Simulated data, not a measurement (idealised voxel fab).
You're looking at the process module voxel capacitor over wiring.
Xsec cut, 230 nm wide, square cell size 5 nm.
Think of the cross-section as a grid of square cells. We describe it in bands, top to bottom, and each band covers one or more rows of those cells.
Within each band entry, the heights of the top and of the bottom of the band appear first, in that order and in nm; the materials of the band then follow from left to right, each with its corresponding width in nm. The designation "all across" on a single material indicates that it fills the band from edge to edge; the designation "empty" indicates empty space.
Height is counted from the level 0, under which the received wafer is composed throughout of one material. The lowest of the bands is not closed at the bottom but continues downward, in the notation "0 nm and below".
Width spec "30..40" -> top row of cells at first value, bottom row at second value, equal per-row change in between.
The designation "remained the same", where it is given for a processing step, indicates that no cell of the cross-section was altered in the course of that step.
"Fully enclosed voids" specifies each empty space that is not open to the top and that occupies no fewer than 8 cells, using the form width x height at distance, the distance measured from the left edge and all three quantities in nm.
Read whatever lies past the settings on a step's line as the simulator's own remark about the step.
Each step line may optionally specify "overlay nm", which for a step with a mask gives the rightward distance between the mask's planned place and where it lay, a negative value indicating the leftward direction.

Here's what the planned process steps look like:
1 RECEIVE with material Si
2 CONFORMAL_DEP with material SiO2, thk nm 15
3 CONFORMAL_DEP with material SiCN, thk nm 5
4 DIRECTIONAL_DEP with material lowk, thk nm 25
5 DIRECTIONAL_DEP with material aC, thk nm 15
6 PATTERN with tone open, mask id METAL_1, material resist, width nm 25, pitch nm 95, thk nm 35, overlay nm 0
7 DIRECTIONAL_ETCH with etch materials aC, depth nm 15
8 STRIP with etch materials resist
9 DIRECTIONAL_ETCH with etch materials lowk, depth nm 25
10 DIRECTIONAL_ETCH with etch materials SiCN, depth nm 5
11 STRIP with etch materials aC
12 CONFORMAL_DEP with material TiN, thk nm 5
13 FILL_DEP with material Ru, thk nm 5
14 CMP with height nm 45
15 CONFORMAL_DEP with material SiCN, thk nm 5
16 DIRECTIONAL_DEP with material lowk, thk nm 15
17 DIRECTIONAL_DEP with material aC, thk nm 15
18 PATTERN with tone open, mask id PLUG_1, material resist, width nm 15, thk nm 30, overlay nm 0
19 DIRECTIONAL_ETCH with etch materials aC, depth nm 15
20 STRIP with etch materials resist
21 DIRECTIONAL_ETCH with etch materials lowk, depth nm 15
22 DIRECTIONAL_ETCH with etch materials SiCN, depth nm 5
23 STRIP with etch materials aC
24 CONFORMAL_DEP with material TiN, thk nm 5
25 FILL_DEP with material W, thk nm 5
26 CMP with height nm 65
27 DIRECTIONAL_DEP with material TiN, thk nm 5
28 DIRECTIONAL_DEP with material Al2O3, thk nm 5
29 DIRECTIONAL_DEP with material TiN, thk nm 5
30 DIRECTIONAL_DEP with material aC, thk nm 10
31 PATTERN with tone cover, mask id UPPER_PLATE, material resist, width nm 75, thk nm 30, overlay nm 0
32 DIRECTIONAL_ETCH with etch materials aC, depth nm 10
33 STRIP with etch materials resist
34 DIRECTIONAL_ETCH with etch materials TiN, depth nm 5
35 DIRECTIONAL_ETCH with etch materials Al2O3, depth nm 5
36 STRIP with etch materials aC
37 MASKED_ETCH with tone cover, mask id LOWER_PLATE, width nm 85, etch materials TiN, depth nm 5, overlay nm 0
38 FILL_DEP with material SiO2, thk nm 20
39 CMP with height nm 95
40 PATTERN with tone open, mask id PLUG_2, material resist, width nm 15, thk nm 15, overlay nm 0
41 DIRECTIONAL_ETCH with etch materials SiO2, depth nm 15
42 STRIP with etch materials resist
43 CONFORMAL_DEP with material TiN, thk nm 5
44 FILL_DEP with material Cu, thk nm 5
45 CMP with height nm 95
46 CONFORMAL_DEP with material SiCN, thk nm 5

The first of two wafers, run as planned:

Wafer as received: cross-section following step 1:
0 nm and below = Si all across
Fully enclosed voids: none

The wafer in cross-section once step 2 is complete:
15 nm to 0 nm = SiO2 all across
Whatever lies below 0 is exactly as it was before.

The wafer in cross-section once step 3 is complete:
20 nm to 15 nm = SiCN all across
Whatever lies below 15 is exactly as it was before.

The wafer in cross-section once step 4 is complete:
45 nm to 20 nm = lowk all across
Whatever lies below 20 is exactly as it was before.

The wafer in cross-section once step 5 is complete:
60 nm to 45 nm = aC all across
Whatever lies below 45 is exactly as it was before.

The wafer in cross-section once step 6 is complete:
95 nm to 60 nm = resist 55  empty 25  resist 70  empty 25  resist 55
Whatever lies below 60 is exactly as it was before.

The wafer in cross-section once step 7 is complete:
80 nm to 60 nm = resist 55  empty 25  resist 70  empty 25  resist 55
60 nm to 45 nm = aC 55  empty 25  aC 70  empty 25  aC 55
Whatever lies below 45 is exactly as it was before.

The wafer in cross-section once step 8 is complete:
60 nm to 45 nm = aC 55  empty 25  aC 70  empty 25  aC 55
Whatever lies below 45 is exactly as it was before.

The wafer in cross-section once step 9 is complete:
60 nm to 45 nm = aC 55  empty 25  aC 70  empty 25  aC 55
45 nm to 20 nm = lowk 55  empty 25  lowk 70  empty 25  lowk 55
Whatever lies below 20 is exactly as it was before.

The wafer in cross-section once step 10 is complete:
60 nm to 45 nm = aC 55  empty 25  aC 70  empty 25  aC 55
45 nm to 20 nm = lowk 55  empty 25  lowk 70  empty 25  lowk 55
20 nm to 15 nm = SiCN 55  empty 25  SiCN 70  empty 25  SiCN 55
Whatever lies below 15 is exactly as it was before.

The wafer in cross-section once step 11 is complete:
45 nm to 20 nm = lowk 55  empty 25  lowk 70  empty 25  lowk 55
Whatever lies below 20 is exactly as it was before.

The wafer in cross-section once step 12 is complete:
50 nm to 45 nm = TiN 60  empty 15  TiN 80  empty 15  TiN 60
45 nm to 20 nm = lowk 55  TiN 5  empty 15  TiN 5  lowk 70  TiN 5  empty 15  TiN 5  lowk 55
20 nm to 15 nm = SiCN 55  TiN 25  SiCN 70  TiN 25  SiCN 55
Whatever lies below 15 is exactly as it was before.

The wafer in cross-section once step 13 is complete:
55 nm to 50 nm = Ru all across
50 nm to 45 nm = TiN 60  Ru 15  TiN 80  Ru 15  TiN 60
45 nm to 20 nm = lowk 55  TiN 5  Ru 15  TiN 5  lowk 70  TiN 5  Ru 15  TiN 5  lowk 55
Whatever lies below 20 is exactly as it was before.

The wafer in cross-section once step 14 is complete:
45 nm to 20 nm = lowk 55  TiN 5  Ru 15  TiN 5  lowk 70  TiN 5  Ru 15  TiN 5  lowk 55
Whatever lies below 20 is exactly as it was before.

The wafer in cross-section once step 15 is complete:
50 nm to 45 nm = SiCN all across
Whatever lies below 45 is exactly as it was before.

The wafer in cross-section once step 16 is complete:
65 nm to 50 nm = lowk all across
Whatever lies below 50 is exactly as it was before.

The wafer in cross-section once step 17 is complete:
80 nm to 65 nm = aC all across
Whatever lies below 65 is exactly as it was before.

The wafer in cross-section once step 18 is complete:
110 nm to 80 nm = resist 65  empty 15  resist 150
Whatever lies below 80 is exactly as it was before.

The wafer in cross-section once step 19 is complete:
95 nm to 80 nm = resist 65  empty 15  resist 150
80 nm to 65 nm = aC 65  empty 15  aC 150
Whatever lies below 65 is exactly as it was before.

The wafer in cross-section once step 20 is complete:
80 nm to 65 nm = aC 65  empty 15  aC 150
Whatever lies below 65 is exactly as it was before.

The wafer in cross-section once step 21 is complete:
80 nm to 65 nm = aC 65  empty 15  aC 150
65 nm to 50 nm = lowk 65  empty 15  lowk 150
Whatever lies below 50 is exactly as it was before.

The wafer in cross-section once step 22 is complete:
80 nm to 65 nm = aC 65  empty 15  aC 150
65 nm to 50 nm = lowk 65  empty 15  lowk 150
50 nm to 45 nm = SiCN 65  empty 15  SiCN 150
Whatever lies below 45 is exactly as it was before.

The wafer in cross-section once step 23 is complete:
65 nm to 50 nm = lowk 65  empty 15  lowk 150
Whatever lies below 50 is exactly as it was before.

The wafer in cross-section once step 24 is complete:
70 nm to 65 nm = TiN 70  empty 5  TiN 155
65 nm to 50 nm = lowk 65  TiN 5  empty 5  TiN 5  lowk 150
50 nm to 45 nm = SiCN 65  TiN 15  SiCN 150
Whatever lies below 45 is exactly as it was before.

The wafer in cross-section once step 25 is complete:
75 nm to 70 nm = W all across
70 nm to 65 nm = TiN 70  W 5  TiN 155
65 nm to 50 nm = lowk 65  TiN 5  W 5  TiN 5  lowk 150
Whatever lies below 50 is exactly as it was before.

The wafer in cross-section once step 26 is complete:
65 nm to 50 nm = lowk 65  TiN 5  W 5  TiN 5  lowk 150
Whatever lies below 50 is exactly as it was before.

The wafer in cross-section once step 27 is complete:
70 nm to 65 nm = TiN all across
Whatever lies below 65 is exactly as it was before.

The wafer in cross-section once step 28 is complete:
75 nm to 70 nm = Al2O3 all across
Whatever lies below 70 is exactly as it was before.

The wafer in cross-section once step 29 is complete:
80 nm to 75 nm = TiN all across
Whatever lies below 75 is exactly as it was before.

The wafer in cross-section once step 30 is complete:
90 nm to 80 nm = aC all across
Whatever lies below 80 is exactly as it was before.

The wafer in cross-section once step 31 is complete:
120 nm to 90 nm = empty 65  resist 75  empty 90
Whatever lies below 90 is exactly as it was before.

The wafer in cross-section once step 32 is complete:
110 nm to 90 nm = empty 65  resist 75  empty 90
90 nm to 80 nm = empty 65  aC 75  empty 90
Whatever lies below 80 is exactly as it was before.

The wafer in cross-section once step 33 is complete:
90 nm to 80 nm = empty 65  aC 75  empty 90
Whatever lies below 80 is exactly as it was before.

The wafer in cross-section once step 34 is complete:
90 nm to 80 nm = empty 65  aC 75  empty 90
80 nm to 75 nm = empty 65  TiN 75  empty 90
Whatever lies below 75 is exactly as it was before.

The wafer in cross-section once step 35 is complete:
90 nm to 80 nm = empty 65  aC 75  empty 90
80 nm to 75 nm = empty 65  TiN 75  empty 90
75 nm to 70 nm = empty 65  Al2O3 75  empty 90
Whatever lies below 70 is exactly as it was before.

The wafer in cross-section once step 36 is complete:
80 nm to 75 nm = empty 65  TiN 75  empty 90
Whatever lies below 75 is exactly as it was before.

The wafer in cross-section once step 37 is complete:
80 nm to 75 nm = empty 65  TiN 75  empty 90
75 nm to 70 nm = empty 65  Al2O3 75  empty 90
70 nm to 65 nm = empty 60  TiN 85  empty 85
Whatever lies below 65 is exactly as it was before.

The wafer in cross-section once step 38 is complete:
100 nm to 80 nm = SiO2 all across
80 nm to 75 nm = SiO2 65  TiN 75  SiO2 90
75 nm to 70 nm = SiO2 65  Al2O3 75  SiO2 90
70 nm to 65 nm = SiO2 60  TiN 85  SiO2 85
Whatever lies below 65 is exactly as it was before.

The wafer in cross-section once step 39 is complete:
95 nm to 80 nm = SiO2 all across
Whatever lies below 80 is exactly as it was before.

The wafer in cross-section once step 40 is complete:
110 nm to 95 nm = resist 75  empty 15  resist 140
Whatever lies below 95 is exactly as it was before.

The wafer in cross-section once step 41 is complete:
110 nm to 95 nm = resist 75  empty 15  resist 140
95 nm to 80 nm = SiO2 75  empty 15  SiO2 140
Whatever lies below 80 is exactly as it was before.

The wafer in cross-section once step 42 is complete:
95 nm to 80 nm = SiO2 75  empty 15  SiO2 140
Whatever lies below 80 is exactly as it was before.

The wafer in cross-section once step 43 is complete:
100 nm to 95 nm = TiN 80  empty 5  TiN 145
95 nm to 85 nm = SiO2 75  TiN 5  empty 5  TiN 5  SiO2 140
85 nm to 75 nm = SiO2 75..65  TiN 15..75  SiO2 140..90
Whatever lies below 75 is exactly as it was before.

The wafer in cross-section once step 44 is complete:
105 nm to 100 nm = Cu all across
100 nm to 95 nm = TiN 80  Cu 5  TiN 145
95 nm to 85 nm = SiO2 75  TiN 5  Cu 5  TiN 5  SiO2 140
Whatever lies below 85 is exactly as it was before.

The wafer in cross-section once step 45 is complete:
95 nm to 85 nm = SiO2 75  TiN 5  Cu 5  TiN 5  SiO2 140
Whatever lies below 85 is exactly as it was before.

The wafer in cross-section once step 46 is complete:
100 nm to 95 nm = SiCN all across
Whatever lies below 95 is exactly as it was before.

Second Wafer (Identical Start and Plan, One Processing Error; Matches First Wafer Through Step 30):

Cross-section, second wafer, at the end time the plan gives for step 31:
120 nm to 90 nm = empty 60  resist 75  empty 95
Whatever lies below 90 is exactly as it was before.

Cross-section, second wafer, at the end time the plan gives for step 32:
110 nm to 90 nm = empty 60  resist 75  empty 95
90 nm to 80 nm = empty 60  aC 75  empty 95
Whatever lies below 80 is exactly as it was before.

Cross-section, second wafer, at the end time the plan gives for step 33:
90 nm to 80 nm = empty 60  aC 75  empty 95
Whatever lies below 80 is exactly as it was before.

Cross-section, second wafer, at the end time the plan gives for step 34:
90 nm to 80 nm = empty 60  aC 75  empty 95
80 nm to 75 nm = empty 60  TiN 75  empty 95
Whatever lies below 75 is exactly as it was before.

Cross-section, second wafer, at the end time the plan gives for step 35:
90 nm to 80 nm = empty 60  aC 75  empty 95
80 nm to 75 nm = empty 60  TiN 75  empty 95
75 nm to 70 nm = empty 60  Al2O3 75  empty 95
Whatever lies below 70 is exactly as it was before.

Cross-section, second wafer, at the end time the plan gives for step 36:
80 nm to 75 nm = empty 60  TiN 75  empty 95
Whatever lies below 75 is exactly as it was before.

Cross-section, second wafer, at the end time the plan gives for step 37:
80 nm to 75 nm = empty 60  TiN 75  empty 95
75 nm to 70 nm = empty 60  Al2O3 75  empty 95
70 nm to 65 nm = empty 60  TiN 85  empty 85
Whatever lies below 65 is exactly as it was before.

Cross-section, second wafer, at the end time the plan gives for step 38:
100 nm to 80 nm = SiO2 all across
80 nm to 75 nm = SiO2 60  TiN 75  SiO2 95
75 nm to 70 nm = SiO2 60  Al2O3 75  SiO2 95
70 nm to 65 nm = SiO2 60  TiN 85  SiO2 85
Whatever lies below 65 is exactly as it was before.

Cross-section, second wafer, at the end time the plan gives for step 39:
95 nm to 80 nm = SiO2 all across
Whatever lies below 80 is exactly as it was before.

Cross-section, second wafer, at the end time the plan gives for step 40:
110 nm to 95 nm = resist 75  empty 15  resist 140
Whatever lies below 95 is exactly as it was before.

Cross-section, second wafer, at the end time the plan gives for step 41:
110 nm to 95 nm = resist 75  empty 15  resist 140
95 nm to 80 nm = SiO2 75  empty 15  SiO2 140
Whatever lies below 80 is exactly as it was before.

Cross-section, second wafer, at the end time the plan gives for step 42:
95 nm to 80 nm = SiO2 75  empty 15  SiO2 140
Whatever lies below 80 is exactly as it was before.

Cross-section, second wafer, at the end time the plan gives for step 43:
100 nm to 95 nm = TiN 80  empty 5  TiN 145
95 nm to 85 nm = SiO2 75  TiN 5  empty 5  TiN 5  SiO2 140
85 nm to 75 nm = SiO2 75..60  TiN 15..75  SiO2 140..95
Whatever lies below 75 is exactly as it was before.

Cross-section, second wafer, at the end time the plan gives for step 44:
105 nm to 100 nm = Cu all across
100 nm to 95 nm = TiN 80  Cu 5  TiN 145
95 nm to 85 nm = SiO2 75  TiN 5  Cu 5  TiN 5  SiO2 140
Whatever lies below 85 is exactly as it was before.

Cross-section, second wafer, at the end time the plan gives for step 45:
95 nm to 85 nm = SiO2 75  TiN 5  Cu 5  TiN 5  SiO2 140
Whatever lies below 85 is exactly as it was before.

Cross-section, second wafer, at the end time the plan gives for step 46:
100 nm to 95 nm = SiCN all across
Whatever lies below 95 is exactly as it was before.
So what did we get wrong on this run? step 31 was processed under conditions differing from the plan, specifically as PATTERN with tone cover, mask id UPPER_PLATE, material resist, width nm 75, thk nm 30, overlay nm -5
Comparing end states, the material composition by cell count is preserved from the first wafer to the second, while the locations of the cells are not.
